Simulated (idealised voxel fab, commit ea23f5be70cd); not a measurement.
Module name: voxel wiring stack (process module)
Section cut is 285 nm wide and gridded with 5 nm square cells.
A cross-section is a grid of square cells, given in bands from the top down. A band is one or more rows of cells.
The entry gives the band's vertical extent as a top height and a bottom height in nm, then its horizontal make-up as materials from left to right, each with a width in nm. "blank" stands for empty space; a single material marked "throughout" fills the band edge to edge.
Ref level 0: as-received wafer is one material below here. Bottom band extends down with no lower bound ("top 0, no bottom").
Width: "30 to 40" (first number = top row, second number = bottom row, same change from row to row of cells).
No cell of the cross-section changed in a step that is given as "no modifications".
"Closed void table" lists enclosed empty spaces (at least 8 cells, no open path upward to the top), each as width x height at distance from the left edge, in nm.
Text after the settings on a step's line: the simulator's own remark on that step.
"overlay nm" on a masked step: distance the mask lay right of its planned place, negative for left.
Note: before/after cross-section pairs follow, one process step per pair, after-side truncated at the lowest changed band, step and settings given beneath. Different runs of this module on the same starting wafer may supply the pairs; a pair continues the one above only where the "Prior to processing" entry says so.
Prior to processing
- top 140, bottom 115  100 nm resist / 15 nm blank / 40 nm resist / 15 nm blank / 115 nm resist
- top 115, bottom 105  100 nm aC / 15 nm blank / 10 nm resist / 30 nm aC / 15 nm blank / 10 nm resist / 105 nm aC
- top 105, bottom 95  100 nm SiO2 / 15 nm blank / 10 nm resist / 30 nm SiO2 / 15 nm blank / 10 nm resist / 105 nm SiO2
- top 95, bottom 85  100 nm SiO2 / 25 nm aC / 30 nm SiO2 / 25 nm aC / 105 nm SiO2
- top 85, bottom 75  SiO2 throughout
- top 75, bottom 70  SiCN throughout
- top 70, bottom 60  100 nm SiO2 / 5 nm TiN / 15 nm Cu / 5 nm TiN / 30 nm SiO2 / 5 nm TiN / 15 nm Cu / 5 nm TiN / 105 nm SiO2
- top 60, bottom 55  100 nm SiO2 / 5 nm TiN / 5 nm Cu / 15 nm TiN / 30 nm SiO2 / 25 nm TiN / 105 nm SiO2
- top 55, bottom 45  100 nm SiO2 / 5 nm TiN / 5 nm Cu / 5 nm TiN / 170 nm SiO2
- top 45, bottom 40  100 nm SiCN / 15 nm TiN / 170 nm SiCN
- top 40, bottom 35  105 nm TiN / 15 nm Cu / 40 nm TiN / 15 nm Cu / 110 nm TiN
- top 35, bottom 15  100 nm lowk / 5 nm TiN / 15 nm Cu / 5 nm TiN / 30 nm lowk / 5 nm TiN / 15 nm Cu / 5 nm TiN / 105 nm lowk
- top 15, bottom 10  100 nm lowk / 25 nm TiN / 30 nm lowk / 25 nm TiN / 105 nm lowk
- top 10, bottom 0  SiO2 throughout
- top 0, no bottom  Si throughout
- Closed void table: none
Resultant Cross-Section
- top 130, bottom 115  100 nm resist / 15 nm blank / 40 nm resist / 15 nm blank / 115 nm resist
- top 115, bottom 105  100 nm aC / 15 nm blank / 10 nm resist / 30 nm aC / 15 nm blank / 10 nm resist / 105 nm aC
- top 105, bottom 95  100 nm SiO2 / 15 nm blank / 10 nm resist / 30 nm SiO2 / 15 nm blank / 10 nm resist / 105 nm SiO2
- top 95, bottom 85  100 nm SiO2 / 15 nm blank / 10 nm aC / 30 nm SiO2 / 15 nm blank / 10 nm aC / 105 nm SiO2
- Nothing below the height 85 has changed.
- Closed void table: none
the step between: DIRECTIONAL_ETCH, etch materials aC, depth nm 10
Prior to processing: it's just the after picture from the pair right above this one.
Resultant Cross-Section
- top 115, bottom 105  100 nm aC / 25 nm blank / 30 nm aC / 25 nm blank / 105 nm aC
- top 105, bottom 95  100 nm SiO2 / 25 nm blank / 30 nm SiO2 / 25 nm blank / 105 nm SiO2
- Nothing below the height 95 has changed.
- Closed void table: none
the step between: STRIP, etch materials resist
Prior to processing: it's just the after picture from the pair right above this one.
Resultant Cross-Section
- top 115, bottom 105  100 nm aC / 25 nm blank / 30 nm aC / 25 nm blank / 105 nm aC
- top 105, bottom 95  100 nm SiO2 / 25 nm blank / 30 nm SiO2 / 25 nm blank / 105 nm SiO2
- top 95, bottom 85  100 nm SiO2 / 15 nm blank / 10 nm aC / 30 nm SiO2 / 15 nm blank / 10 nm aC / 105 nm SiO2
- top 85, bottom 75  100 nm SiO2 / 15 nm blank / 40 nm SiO2 / 15 nm blank / 115 nm SiO2
- Nothing below the height 75 has changed.
- Closed void table: none
the step between: DIRECTIONAL_ETCH, etch materials SiO2, depth nm 10
Prior to processing: it's just the after picture from the pair right above this one.
Resultant Cross-Section
- top 115, bottom 105  100 nm aC / 25 nm blank / 30 nm aC / 25 nm blank / 105 nm aC
- top 105, bottom 95  100 nm SiO2 / 25 nm blank / 30 nm SiO2 / 25 nm blank / 105 nm SiO2
- top 95, bottom 85  100 nm SiO2 / 15 nm blank / 10 nm aC / 30 nm SiO2 / 15 nm blank / 10 nm aC / 105 nm SiO2
- top 85, bottom 75  100 nm SiO2 / 15 nm blank / 40 nm SiO2 / 15 nm blank / 115 nm SiO2
- top 75, bottom 70  100 nm SiCN / 15 nm blank / 40 nm SiCN / 15 nm blank / 115 nm SiCN
- Nothing below the height 70 has changed.
- Closed void table: none
the step between: DIRECTIONAL_ETCH, etch materials SiCN, depth nm 5
Prior to processing: it's just the after picture from the pair right above this one.
Resultant Cross-Section
- top 105, bottom 85  100 nm SiO2 / 25 nm blank / 30 nm SiO2 / 25 nm blank / 105 nm SiO2
- Nothing below the height 85 has changed.
- Closed void table: none
the step between: STRIP, etch materials aC
Prior to processing: it's just the after picture from the pair right above this one.
Resultant Cross-Section
- top 110, bottom 105  105 nm TiN / 15 nm blank / 40 nm TiN / 15 nm blank / 110 nm TiN
- top 105, bottom 90  100 nm SiO2 / 5 nm TiN / 15 nm blank / 5 nm TiN / 30 nm SiO2 / 5 nm TiN / 15 nm blank / 5 nm TiN / 105 nm SiO2
- top 90, bottom 85  100 nm SiO2 / 5 nm TiN / 5 nm blank / 15 nm TiN / 30 nm SiO2 / 5 nm TiN / 5 nm blank / 15 nm TiN / 105 nm SiO2
- top 85, bottom 75  100 nm SiO2 / 5 nm TiN / 5 nm blank / 5 nm TiN / 40 nm SiO2 / 5 nm TiN / 5 nm blank / 5 nm TiN / 115 nm SiO2
- top 75, bottom 70  100 nm SiCN / 15 nm TiN / 40 nm SiCN / 15 nm TiN / 115 nm SiCN
- Nothing below the height 70 has changed.
- Closed void table: none
the step between: CONFORMAL_DEP, material TiN, thk nm 5
Prior to processing: it's just the after picture from the pair right above this one.
Resultant Cross-Section
- top 115, bottom 110  Cu throughout
- top 110, bottom 105  105 nm TiN / 15 nm Cu / 40 nm TiN / 15 nm Cu / 110 nm TiN
- top 105, bottom 90  100 nm SiO2 / 5 nm TiN / 15 nm Cu / 5 nm TiN / 30 nm SiO2 / 5 nm TiN / 15 nm Cu / 5 nm TiN / 105 nm SiO2
- top 90, bottom 85  100 nm SiO2 / 5 nm TiN / 5 nm Cu / 15 nm TiN / 30 nm SiO2 / 5 nm TiN / 5 nm Cu / 15 nm TiN / 105 nm SiO2
- top 85, bottom 75  100 nm SiO2 / 5 nm TiN / 5 nm Cu / 5 nm TiN / 40 nm SiO2 / 5 nm TiN / 5 nm Cu / 5 nm TiN / 115 nm SiO2
- Nothing below the height 75 has changed.
- Closed void table: none
the step between: FILL_DEP, material Cu, thk nm 5
Prior to processing: it's just the after picture from the pair right above this one.
Resultant Cross-Section
- top 105, bottom 90  100 nm SiO2 / 5 nm TiN / 15 nm Cu / 5 nm TiN / 30 nm SiO2 / 5 nm TiN / 15 nm Cu / 5 nm TiN / 105 nm SiO2
- Nothing below the height 90 has changed.
- Closed void table: none
the step between: CMP, height nm 105
Prior to processing: it's just the after picture from the pair right above this one.
Resultant Cross-Section
- top 110, bottom 105  SiCN throughout
- Nothing below the height 105 has changed.
- Closed void table: none
the step between: CONFORMAL_DEP, material SiCN, thk nm 5
Prior to processing: it's just the after picture from the pair right above this one.
Resultant Cross-Section
- top 135, bottom 110  SiO2 throughout
- Nothing below the height 110 has changed.
- Closed void table: none
the step between: DIRECTIONAL_DEP, material SiO2, thk nm 25
Prior to processing: it's just the after picture from the pair right above this one.
Resultant Cross-Section
- top 155, bottom 135  100 nm resist / 15 nm blank / 40 nm resist / 15 nm blank / 115 nm resist
- Nothing below the height 135 has changed.
- Closed void table: none
the step between: PATTERN, tone open, mask id METAL_4_HOLES, material resist, width nm 15, pitch nm 55, thk nm 20, overlay nm 0
Prior to processing: it's just the after picture from the pair right above this one.
Resultant Cross-Section
- top 155, bottom 135  100 nm resist / 15 nm blank / 40 nm resist / 15 nm blank / 115 nm resist
- top 135, bottom 110  100 nm SiO2 / 15 nm blank / 40 nm SiO2 / 15 nm blank / 115 nm SiO2
- Nothing below the height 110 has changed.
- Closed void table: none
the step between: DIRECTIONAL_ETCH, etch materials SiO2, depth nm 25
Prior to processing: it's just the after picture from the pair right above this one.
Resultant Cross-Section
- top 135, bottom 110  100 nm SiO2 / 15 nm blank / 40 nm SiO2 / 15 nm blank / 115 nm SiO2
- Nothing below the height 110 has changed.
- Closed void table: none
the step between: STRIP, etch materials resist
Prior to processing: it's just the after picture from the pair right above this one.
Resultant Cross-Section
- top 155, bottom 135  100 nm resist / 25 nm blank / 30 nm resist / 25 nm blank / 105 nm resist
- Nothing below the height 135 has changed.
- Closed void table: none
the step between: PATTERN, tone open, mask id METAL_4, material resist, width nm 25, pitch nm 55, thk nm 20, overlay nm 0
Prior to processing: it's just the after picture from the pair right above this one.
Resultant Cross-Section
- top 155, bottom 135  100 nm resist / 25 nm blank / 30 nm resist / 25 nm blank / 105 nm resist
- top 135, bottom 120  100 nm SiO2 / 25 nm blank / 30 nm SiO2 / 25 nm blank / 105 nm SiO2
- Nothing below the height 120 has changed.
- Closed void table: none
the step between: DIRECTIONAL_ETCH, etch materials SiO2, depth nm 15
Prior to processing: it's just the after picture from the pair right above this one.
Resultant Cross-Section
- top 155, bottom 135  100 nm resist / 25 nm blank / 30 nm resist / 25 nm blank / 105 nm resist
- top 135, bottom 120  100 nm SiO2 / 25 nm blank / 30 nm SiO2 / 25 nm blank / 105 nm SiO2
- top 120, bottom 110  100 nm SiO2 / 15 nm blank / 40 nm SiO2 / 15 nm blank / 115 nm SiO2
- top 110, bottom 105  100 nm SiCN / 15 nm blank / 40 nm SiCN / 15 nm blank / 115 nm SiCN
- Nothing below the height 105 has changed.
- Closed void table: none
the step between: DIRECTIONAL_ETCH, etch materials SiCN, depth nm 5
Prior to processing: it's just the after picture from the pair right above this one.
Resultant Cross-Section
- top 135, bottom 120  100 nm SiO2 / 25 nm blank / 30 nm SiO2 / 25 nm blank / 105 nm SiO2
- Nothing below the height 120 has changed.
- Closed void table: none
the step between: STRIP, etch materials resist
Prior to processing: it's just the after picture from the pair right above this one.
Resultant Cross-Section
- top 140, bottom 135  105 nm TiN / 15 nm blank / 40 nm TiN / 15 nm blank / 110 nm TiN
- top 135, bottom 125  100 nm SiO2 / 5 nm TiN / 15 nm blank / 5 nm TiN / 30 nm SiO2 / 5 nm TiN / 15 nm blank / 5 nm TiN / 105 nm SiO2
- top 125, bottom 120  100 nm SiO2 / 5 nm TiN / 5 nm blank / 15 nm TiN / 30 nm SiO2 / 5 nm TiN / 5 nm blank / 15 nm TiN / 105 nm SiO2
- top 120, bottom 110  100 nm SiO2 / 5 nm TiN / 5 nm blank / 5 nm TiN / 40 nm SiO2 / 5 nm TiN / 5 nm blank / 5 nm TiN / 115 nm SiO2
- top 110, bottom 105  100 nm SiCN / 15 nm TiN / 40 nm SiCN / 15 nm TiN / 115 nm SiCN
- Nothing below the height 105 has changed.
- Closed void table: none
the step between: CONFORMAL_DEP, material TiN, thk nm 5
Prior to processing: it's just the after picture from the pair right above this one.
Resultant Cross-Section
- top 150, bottom 140  Cu throughout
- top 140, bottom 135  105 nm TiN / 15 nm Cu / 40 nm TiN / 15 nm Cu / 110 nm TiN
- top 135, bottom 125  100 nm SiO2 / 5 nm TiN / 15 nm Cu / 5 nm TiN / 30 nm SiO2 / 5 nm TiN / 15 nm Cu / 5 nm TiN / 105 nm SiO2
- top 125, bottom 120  100 nm SiO2 / 5 nm TiN / 5 nm Cu / 15 nm TiN / 30 nm SiO2 / 5 nm TiN / 5 nm Cu / 15 nm TiN / 105 nm SiO2
- top 120, bottom 110  100 nm SiO2 / 5 nm TiN / 5 nm Cu / 5 nm TiN / 40 nm SiO2 / 5 nm TiN / 5 nm Cu / 5 nm TiN / 115 nm SiO2
- Nothing below the height 110 has changed.
- Closed void table: none
the step between: FILL_DEP, material Cu, thk nm 10
Prior to processing: it's just the after picture from the pair right above this one.
Resultant Cross-Section
- top 135, bottom 125  100 nm SiO2 / 5 nm TiN / 15 nm Cu / 5 nm TiN / 30 nm SiO2 / 5 nm TiN / 15 nm Cu / 5 nm TiN / 105 nm SiO2
- Nothing below the height 125 has changed.
- Closed void table: none
the step between: CMP, height nm 135
Prior to processing: it's just the after picture from the pair right above this one.
Resultant Cross-Section
- top 140, bottom 135  SiN throughout
- Nothing below the height 135 has changed.
- Closed void table: none
the step between: CONFORMAL_DEP, material SiN, thk nm 5
Prior to processing
- top 70, bottom 45  SiO2 throughout
- top 45, bottom 40  SiCN throughout
- top 40, bottom 15  100 nm lowk / 5 nm TiN / 15 nm Cu / 5 nm TiN / 30 nm lowk / 5 nm TiN / 15 nm Cu / 5 nm TiN / 105 nm lowk
- top 15, bottom 10  100 nm SiN / 25 nm TiN / 30 nm SiN / 25 nm TiN / 105 nm SiN
- top 10, bottom 0  SiO2 throughout
- top 0, no bottom  Si throughout
- Closed void table: none
Resultant Cross-Section
- top 95, bottom 45  SiO2 throughout
- Nothing below the height 45 has changed.
- Closed void table: none
the step between: DIRECTIONAL_DEP, material SiO2, thk nm 25
Prior to processing: it's just the after picture from the pair right above this one.
Resultant Cross-Section
- top 105, bottom 95  aC throughout
- Nothing below the height 95 has changed.
- Closed void table: none
the step between: DIRECTIONAL_DEP, material aC, thk nm 10
Prior to processing: it's just the after picture from the pair right above this one.
Resultant Cross-Section
- top 135, bottom 105  100 nm resist / 15 nm blank / 170 nm resist
- Nothing below the height 105 has changed.
- Closed void table: none
the step between: PATTERN, tone open, mask id METAL_2_HOLES, material resist, width nm 15, thk nm 30, overlay nm 0
Prior to processing: it's just the after picture from the pair right above this one.
Resultant Cross-Section
- top 125, bottom 105  100 nm resist / 15 nm blank / 170 nm resist
- top 105, bottom 95  100 nm aC / 15 nm blank / 170 nm aC
- Nothing below the height 95 has changed.
- Closed void table: none
the step between: DIRECTIONAL_ETCH, etch materials aC, depth nm 10
Prior to processing: it's just the after picture from the pair right above this one.
Resultant Cross-Section
- top 105, bottom 95  100 nm aC / 15 nm blank / 170 nm aC
- Nothing below the height 95 has changed.
- Closed void table: none
the step between: STRIP, etch materials resist
Prior to processing: it's just the after picture from the pair right above this one.
Resultant Cross-Section
- top 105, bottom 95  100 nm aC / 15 nm blank / 170 nm aC
- top 95, bottom 70  100 nm SiO2 / 15 nm blank / 170 nm SiO2
- Nothing below the height 70 has changed.
- Closed void table: none
the step between: DIRECTIONAL_ETCH, etch materials SiO2, depth nm 25
Prior to processing: it's just the after picture from the pair right above this one.
Resultant Cross-Section
- top 95, bottom 70  100 nm SiO2 / 15 nm blank / 170 nm SiO2
- Nothing below the height 70 has changed.
- Closed void table: none
the step between: STRIP, etch materials aC
Prior to processing: it's just the after picture from the pair right above this one.
Resultant Cross-Section
- top 95, bottom 80  100 nm SiO2 / 25 nm blank / 30 nm SiO2 / 25 nm blank / 105 nm SiO2
- top 80, bottom 55  100 nm SiO2 / 15 nm blank / 170 nm SiO2
- Nothing below the height 55 has changed.
- Closed void table: none
the step between: MASKED_ETCH, tone open, mask id METAL_2, width nm 25, pitch nm 55, etch materials SiO2, depth nm 15, overlay nm 0
Prior to processing: it's just the after picture from the pair right above this one.
Resultant Cross-Section
- top 100, bottom 95  105 nm TiN / 15 nm blank / 40 nm TiN / 15 nm blank / 110 nm TiN
- top 95, bottom 85  100 nm SiO2 / 5 nm TiN / 15 nm blank / 5 nm TiN / 30 nm SiO2 / 5 nm TiN / 15 nm blank / 5 nm TiN / 105 nm SiO2
- top 85, bottom 80  100 nm SiO2 / 5 nm TiN / 5 nm blank / 15 nm TiN / 30 nm SiO2 / 25 nm TiN / 105 nm SiO2
- top 80, bottom 60  100 nm SiO2 / 5 nm TiN / 5 nm blank / 5 nm TiN / 170 nm SiO2
- top 60, bottom 55  100 nm SiO2 / 15 nm TiN / 170 nm SiO2
- Nothing below the height 55 has changed.
- Closed void table: none
the step between: CONFORMAL_DEP, material TiN, thk nm 5
Prior to processing: it's just the after picture from the pair right above this one.
Resultant Cross-Section
- top 105, bottom 100  Cu throughout
- top 100, bottom 95  105 nm TiN / 15 nm Cu / 40 nm TiN / 15 nm Cu / 110 nm TiN
- top 95, bottom 85  100 nm SiO2 / 5 nm TiN / 15 nm Cu / 5 nm TiN / 30 nm SiO2 / 5 nm TiN / 15 nm Cu / 5 nm TiN / 105 nm SiO2
- top 85, bottom 80  100 nm SiO2 / 5 nm TiN / 5 nm Cu / 15 nm TiN / 30 nm SiO2 / 25 nm TiN / 105 nm SiO2
- top 80, bottom 60  100 nm SiO2 / 5 nm TiN / 5 nm Cu / 5 nm TiN / 170 nm SiO2
- Nothing below the height 60 has changed.
- Closed void table: none
the step between: FILL_DEP, material Cu, thk nm 5
Prior to processing: it's just the after picture from the pair right above this one.
Resultant Cross-Section
- top 70, bottom 60  100 nm SiO2 / 5 nm TiN / 5 nm Cu / 5 nm TiN / 170 nm SiO2
- Nothing below the height 60 has changed.
- Closed void table: none
the step between: CMP, height nm 70
Prior to processing: it's just the after picture from the pair right above this one.
Resultant Cross-Section
- top 75, bottom 70  SiCN throughout
- Nothing below the height 70 has changed.
- Closed void table: none
the step between: CONFORMAL_DEP, material SiCN, thk nm 5
Prior to processing: it's just the after picture from the pair right above this one.
Resultant Cross-Section
- top 105, bottom 75  SiO2 throughout
- Nothing below the height 75 has changed.
- Closed void table: none
the step between: DIRECTIONAL_DEP, material SiO2, thk nm 30
Prior to processing: it's just the after picture from the pair right above this one.
Resultant Cross-Section
- top 105, bottom 85  100 nm SiO2 / 25 nm blank / 30 nm SiO2 / 25 nm blank / 105 nm SiO2
- Nothing below the height 85 has changed.
- Closed void table: none
the step between: MASKED_ETCH, tone open, mask id METAL_3, width nm 25, pitch nm 55, etch materials SiO2, depth nm 20, overlay nm 0
Prior to processing: it's just the after picture from the pair right above this one.
Resultant Cross-Section
- top 115, bottom 105  100 nm aC / 25 nm blank / 30 nm aC / 25 nm blank / 105 nm aC
- top 105, bottom 95  100 nm SiO2 / 25 nm blank / 30 nm SiO2 / 25 nm blank / 105 nm SiO2
- top 95, bottom 85  100 nm SiO2 / 25 nm aC / 30 nm SiO2 / 25 nm aC / 105 nm SiO2
- Nothing below the height 85 has changed.
- Closed void table: none
the step between: DIRECTIONAL_DEP, material aC, thk nm 10
Prior to processing: it's just the after picture from the pair right above this one.
Resultant Cross-Section
- top 140, bottom 115  100 nm resist / 15 nm blank / 40 nm resist / 15 nm blank / 115 nm resist
- top 115, bottom 105  100 nm aC / 15 nm blank / 10 nm resist / 30 nm aC / 15 nm blank / 10 nm resist / 105 nm aC
- top 105, bottom 95  100 nm SiO2 / 15 nm blank / 10 nm resist / 30 nm SiO2 / 15 nm blank / 10 nm resist / 105 nm SiO2
- Nothing below the height 95 has changed.
- Closed void table: none
the step between: PATTERN, tone open, mask id METAL_3_HOLES, material resist, width nm 15, pitch nm 55, thk nm 25, overlay nm 0
Prior to processing: it's just the after picture from the pair right above this one.
Resultant Cross-Section
- top 130, bottom 115  100 nm resist / 15 nm blank / 40 nm resist / 15 nm blank / 115 nm resist
- top 115, bottom 105  100 nm aC / 15 nm blank / 10 nm resist / 30 nm aC / 15 nm blank / 10 nm resist / 105 nm aC
- top 105, bottom 95  100 nm SiO2 / 15 nm blank / 10 nm resist / 30 nm SiO2 / 15 nm blank / 10 nm resist / 105 nm SiO2
- top 95, bottom 85  100 nm SiO2 / 15 nm blank / 10 nm aC / 30 nm SiO2 / 15 nm blank / 10 nm aC / 105 nm SiO2
- Nothing below the height 85 has changed.
- Closed void table: none
the step between: DIRECTIONAL_ETCH, etch materials aC, depth nm 10
Prior to processing: it's just the after picture from the pair right above this one.
Resultant Cross-Section
- top 115, bottom 105  100 nm aC / 25 nm blank / 30 nm aC / 25 nm blank / 105 nm aC
- top 105, bottom 95  100 nm SiO2 / 25 nm blank / 30 nm SiO2 / 25 nm blank / 105 nm SiO2
- Nothing below the height 95 has changed.
- Closed void table: none
the step between: STRIP, etch materials resist
Prior to processing: it's just the after picture from the pair right above this one.
Resultant Cross-Section
- top 115, bottom 105  100 nm aC / 25 nm blank / 30 nm aC / 25 nm blank / 105 nm aC
- top 105, bottom 95  100 nm SiO2 / 25 nm blank / 30 nm SiO2 / 25 nm blank / 105 nm SiO2
- top 95, bottom 85  100 nm SiO2 / 15 nm blank / 10 nm aC / 30 nm SiO2 / 15 nm blank / 10 nm aC / 105 nm SiO2
- top 85, bottom 75  100 nm SiO2 / 15 nm blank / 40 nm SiO2 / 15 nm blank / 115 nm SiO2
- Nothing below the height 75 has changed.
- Closed void table: none
the step between: DIRECTIONAL_ETCH, etch materials SiO2, depth nm 10
Prior to processing: it's just the after picture from the pair right above this one.
Resultant Cross-Section
- top 115, bottom 105  100 nm aC / 25 nm blank / 30 nm aC / 25 nm blank / 105 nm aC
- top 105, bottom 95  100 nm SiO2 / 25 nm blank / 30 nm SiO2 / 25 nm blank / 105 nm SiO2
- top 95, bottom 85  100 nm SiO2 / 15 nm blank / 10 nm aC / 30 nm SiO2 / 15 nm blank / 10 nm aC / 105 nm SiO2
- top 85, bottom 75  100 nm SiO2 / 15 nm blank / 40 nm SiO2 / 15 nm blank / 115 nm SiO2
- top 75, bottom 70  100 nm SiCN / 15 nm blank / 40 nm SiCN / 15 nm blank / 115 nm SiCN
- Nothing below the height 70 has changed.
- Closed void table: none
the step between: DIRECTIONAL_ETCH, etch materials SiCN, depth nm 5
Prior to processing: it's just the after picture from the pair right above this one.
Resultant Cross-Section
- top 105, bottom 85  100 nm SiO2 / 25 nm blank / 30 nm SiO2 / 25 nm blank / 105 nm SiO2
- Nothing below the height 85 has changed.
- Closed void table: none
the step between: STRIP, etch materials aC
Prior to processing: it's just the after picture from the pair right above this one.
Resultant Cross-Section
- top 110, bottom 105  105 nm TiN / 15 nm blank / 40 nm TiN / 15 nm blank / 110 nm TiN
- top 105, bottom 90  100 nm SiO2 / 5 nm TiN / 15 nm blank / 5 nm TiN / 30 nm SiO2 / 5 nm TiN / 15 nm blank / 5 nm TiN / 105 nm SiO2
- top 90, bottom 85  100 nm SiO2 / 5 nm TiN / 5 nm blank / 15 nm TiN / 30 nm SiO2 / 5 nm TiN / 5 nm blank / 15 nm TiN / 105 nm SiO2
- top 85, bottom 75  100 nm SiO2 / 5 nm TiN / 5 nm blank / 5 nm TiN / 40 nm SiO2 / 5 nm TiN / 5 nm blank / 5 nm TiN / 115 nm SiO2
- top 75, bottom 70  100 nm SiCN / 15 nm TiN / 40 nm SiCN / 15 nm TiN / 115 nm SiCN
- Nothing below the height 70 has changed.
- Closed void table: none
the step between: CONFORMAL_DEP, material TiN, thk nm 5
Prior to processing: it's just the after picture from the pair right above this one.
Resultant Cross-Section
- top 115, bottom 110  Cu throughout
- top 110, bottom 105  105 nm TiN / 15 nm Cu / 40 nm TiN / 15 nm Cu / 110 nm TiN
- top 105, bottom 90  100 nm SiO2 / 5 nm TiN / 15 nm Cu / 5 nm TiN / 30 nm SiO2 / 5 nm TiN / 15 nm Cu / 5 nm TiN / 105 nm SiO2
- top 90, bottom 85  100 nm SiO2 / 5 nm TiN / 5 nm Cu / 15 nm TiN / 30 nm SiO2 / 5 nm TiN / 5 nm Cu / 15 nm TiN / 105 nm SiO2
- top 85, bottom 75  100 nm SiO2 / 5 nm TiN / 5 nm Cu / 5 nm TiN / 40 nm SiO2 / 5 nm TiN / 5 nm Cu / 5 nm TiN / 115 nm SiO2
- Nothing below the height 75 has changed.
- Closed void table: none
the step between: FILL_DEP, material Cu, thk nm 5
Prior to processing: it's just the after picture from the pair right above this one.
Resultant Cross-Section
- top 105, bottom 90  100 nm SiO2 / 5 nm TiN / 15 nm Cu / 5 nm TiN / 30 nm SiO2 / 5 nm TiN / 15 nm Cu / 5 nm TiN / 105 nm SiO2
- Nothing below the height 90 has changed.
- Closed void table: none
the step between: CMP, height nm 105
Prior to processing: it's just the after picture from the pair right above this one.
Resultant Cross-Section
- top 110, bottom 105  SiCN throughout
- Nothing below the height 105 has changed.
- Closed void table: none
the step between: CONFORMAL_DEP, material SiCN, thk nm 5
Prior to processing: it's just the after picture from the pair right above this one.
Resultant Cross-Section
- top 135, bottom 110  SiO2 throughout
- Nothing below the height 110 has changed.
- Closed void table: none
the step between: DIRECTIONAL_DEP, material SiO2, thk nm 25
Prior to processing: it's just the after picture from the pair right above this one.
Resultant Cross-Section
- top 155, bottom 135  100 nm resist / 15 nm blank / 40 nm resist / 15 nm blank / 115 nm resist
- Nothing below the height 135 has changed.
- Closed void table: none
the step between: PATTERN, tone open, mask id METAL_4_HOLES, material resist, width nm 15, pitch nm 55, thk nm 20, overlay nm 0
Prior to processing: it's just the after picture from the pair right above this one.
Resultant Cross-Section
- top 155, bottom 135  100 nm resist / 15 nm blank / 40 nm resist / 15 nm blank / 115 nm resist
- top 135, bottom 110  100 nm SiO2 / 15 nm blank / 40 nm SiO2 / 15 nm blank / 115 nm SiO2
- Nothing below the height 110 has changed.
- Closed void table: none
the step between: DIRECTIONAL_ETCH, etch materials SiO2, depth nm 25
Prior to processing: it's just the after picture from the pair right above this one.
Resultant Cross-Section
- top 135, bottom 110  100 nm SiO2 / 15 nm blank / 40 nm SiO2 / 15 nm blank / 115 nm SiO2
- Nothing below the height 110 has changed.
- Closed void table: none
the step between: STRIP, etch materials resist
Prior to processing: it's just the after picture from the pair right above this one.
Resultant Cross-Section
- top 155, bottom 135  100 nm resist / 25 nm blank / 30 nm resist / 25 nm blank / 105 nm resist
- Nothing below the height 135 has changed.
- Closed void table: none
the step between: PATTERN, tone open, mask id METAL_4, material resist, width nm 25, pitch nm 55, thk nm 20, overlay nm 0
Prior to processing: it's just the after picture from the pair right above this one.
Resultant Cross-Section
- top 155, bottom 135  100 nm resist / 25 nm blank / 30 nm resist / 25 nm blank / 105 nm resist
- top 135, bottom 120  100 nm SiO2 / 25 nm blank / 30 nm SiO2 / 25 nm blank / 105 nm SiO2
- Nothing below the height 120 has changed.
- Closed void table: none
the step between: DIRECTIONAL_ETCH, etch materials SiO2, depth nm 15
Prior to processing: it's just the after picture from the pair right above this one.
Resultant Cross-Section
- top 155, bottom 135  100 nm resist / 25 nm blank / 30 nm resist / 25 nm blank / 105 nm resist
- top 135, bottom 120  100 nm SiO2 / 25 nm blank / 30 nm SiO2 / 25 nm blank / 105 nm SiO2
- top 120, bottom 110  100 nm SiO2 / 15 nm blank / 40 nm SiO2 / 15 nm blank / 115 nm SiO2
- top 110, bottom 105  100 nm SiCN / 15 nm blank / 40 nm SiCN / 15 nm blank / 115 nm SiCN
- Nothing below the height 105 has changed.
- Closed void table: none
the step between: DIRECTIONAL_ETCH, etch materials SiCN, depth nm 5
Prior to processing: it's just the after picture from the pair right above this one.
Resultant Cross-Section
- top 135, bottom 120  100 nm SiO2 / 25 nm blank / 30 nm SiO2 / 25 nm blank / 105 nm SiO2
- Nothing below the height 120 has changed.
- Closed void table: none
the step between: STRIP, etch materials resist
Prior to processing: it's just the after picture from the pair right above this one.
Resultant Cross-Section
- top 140, bottom 135  105 nm TiN / 15 nm blank / 40 nm TiN / 15 nm blank / 110 nm TiN
- top 135, bottom 125  100 nm SiO2 / 5 nm TiN / 15 nm blank / 5 nm TiN / 30 nm SiO2 / 5 nm TiN / 15 nm blank / 5 nm TiN / 105 nm SiO2
- top 125, bottom 120  100 nm SiO2 / 5 nm TiN / 5 nm blank / 15 nm TiN / 30 nm SiO2 / 5 nm TiN / 5 nm blank / 15 nm TiN / 105 nm SiO2
- top 120, bottom 110  100 nm SiO2 / 5 nm TiN / 5 nm blank / 5 nm TiN / 40 nm SiO2 / 5 nm TiN / 5 nm blank / 5 nm TiN / 115 nm SiO2
- top 110, bottom 105  100 nm SiCN / 15 nm TiN / 40 nm SiCN / 15 nm TiN / 115 nm SiCN
- Nothing below the height 105 has changed.
- Closed void table: none
the step between: CONFORMAL_DEP, material TiN, thk nm 5
Prior to processing: it's just the after picture from the pair right above this one.
Resultant Cross-Section
- top 150, bottom 140  Cu throughout
- top 140, bottom 135  105 nm TiN / 15 nm Cu / 40 nm TiN / 15 nm Cu / 110 nm TiN
- top 135, bottom 125  100 nm SiO2 / 5 nm TiN / 15 nm Cu / 5 nm TiN / 30 nm SiO2 / 5 nm TiN / 15 nm Cu / 5 nm TiN / 105 nm SiO2
- top 125, bottom 120  100 nm SiO2 / 5 nm TiN / 5 nm Cu / 15 nm TiN / 30 nm SiO2 / 5 nm TiN / 5 nm Cu / 15 nm TiN / 105 nm SiO2
- top 120, bottom 110  100 nm SiO2 / 5 nm TiN / 5 nm Cu / 5 nm TiN / 40 nm SiO2 / 5 nm TiN / 5 nm Cu / 5 nm TiN / 115 nm SiO2
- Nothing below the height 110 has changed.
- Closed void table: none
the step between: FILL_DEP, material Cu, thk nm 10
Prior to processing: it's just the after picture from the pair right above this one.
Resultant Cross-Section
- top 135, bottom 125  100 nm SiO2 / 5 nm TiN / 15 nm Cu / 5 nm TiN / 30 nm SiO2 / 5 nm TiN / 15 nm Cu / 5 nm TiN / 105 nm SiO2
- Nothing below the height 125 has changed.
- Closed void table: none
the step between: CMP, height nm 135
Prior to processing: it's just the after picture from the pair right above this one.
Resultant Cross-Section
- top 140, bottom 135  SiN throughout
- Nothing below the height 135 has changed.
- Closed void table: none
the step between: CONFORMAL_DEP, material SiN, thk nm 5
Prior to processing
- top 35, bottom 10  lowk throughout
- top 10, bottom 0  SiO2 throughout
- top 0, no bottom  Si throughout
- Closed void table: none
Resultant Cross-Section
- top 40, bottom 35  SiN throughout
- Nothing below the height 35 has changed.
- Closed void table: none
the step between: CONFORMAL_DEP, material SiN, thk nm 5
